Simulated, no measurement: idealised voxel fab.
Herein follows the process module entitled voxel quadruple lines.
Cross-section cut: width 260 nm, square cells of 5 nm.
Cross-section layout: square cells on a grid; listed as bands, top to bottom; a band spans one or more cell rows.
Heights first: top, then bottom, in nm. Then materials, left to right, each with a width in nm. "all across" on a single material: fills the band edge to edge. "air": empty space.
We count height from 0. Below that, the starting wafer is all one material. The lowest band never ends at the bottom but goes on down; see "0 down" for how that is written.
Width "30..40": first value at the band's top row of cells, second value at its bottom row, equal change from row to row.
"nothing was modified" means the step left every cell of the cross-section as it was.
Empty spaces without an open route to the top, at least 8 cells in extent, make up the entry "Sealed void listing"; each is given as width x height at distance, where the distance is measured from the left edge, and all are in nm.
Heads up: the bit after the settings on a step's line is the simulator's remark on that step.
overlay nm: on a step with a mask, how far right of its planned place the mask lay; negative means left.
**The steps planned for the process are as follows**
1: RECEIVE [material Si]
2: CONFORMAL_DEP [material SiO2] [thk nm 10]
3: DIRECTIONAL_DEP [material Ru] [thk nm 10]
4: DIRECTIONAL_DEP [material polySi] [thk nm 20]
5: DIRECTIONAL_DEP [material aC] [thk nm 20]
6: PATTERN [tone cover] [mask id MANDREL] [material resist] [width nm 35] [pitch nm 100] [thk nm 30] [overlay nm 0]
7: DIRECTIONAL_ETCH [etch materials aC] [depth nm 20]
8: STRIP [etch materials resist]
9: CONFORMAL_DEP [material SiO2] [thk nm 15]
10: DIRECTIONAL_ETCH [etch materials SiO2] [depth nm 15]
11: STRIP [etch materials aC]
12: DIRECTIONAL_ETCH [etch materials polySi] [depth nm 20]
13: STRIP [etch materials SiO2]
14: CONFORMAL_DEP [material SiCN] [thk nm 10]
15: DIRECTIONAL_ETCH [etch materials SiCN] [depth nm 10]
16: STRIP [etch materials polySi]
17: DIRECTIONAL_ETCH [etch materials Ru] [depth nm 10]
18: STRIP [etch materials SiCN]
19: FILL_DEP [material lowk] [thk nm 5]
20: CMP [height nm 20]
**Here's what the wafer looked like in cross-section when it arrived - that's after step 1**
> 0 down: Si all across
> Sealed void listing: none
**a wafer at the end: this start, this plan, one mistake**
> 20 to 10: 40 lowk, 10 Ru, 10 lowk, 10 Ru, 15 lowk, 10 Ru, 10 lowk, 10 Ru, 25 lowk, 10 Ru, 10 lowk, 10 Ru, 15 lowk, 10 Ru, 10 lowk, 10 Ru, 45 lowk
> 10 to 0: SiO2 all across
> 0 down: Si all across
> Sealed void listing: none
Which mistake was made when the wafer was run? off-plan run, step 9, actual operation and settings CONFORMAL_DEP [material SiO2] [thk nm 10]
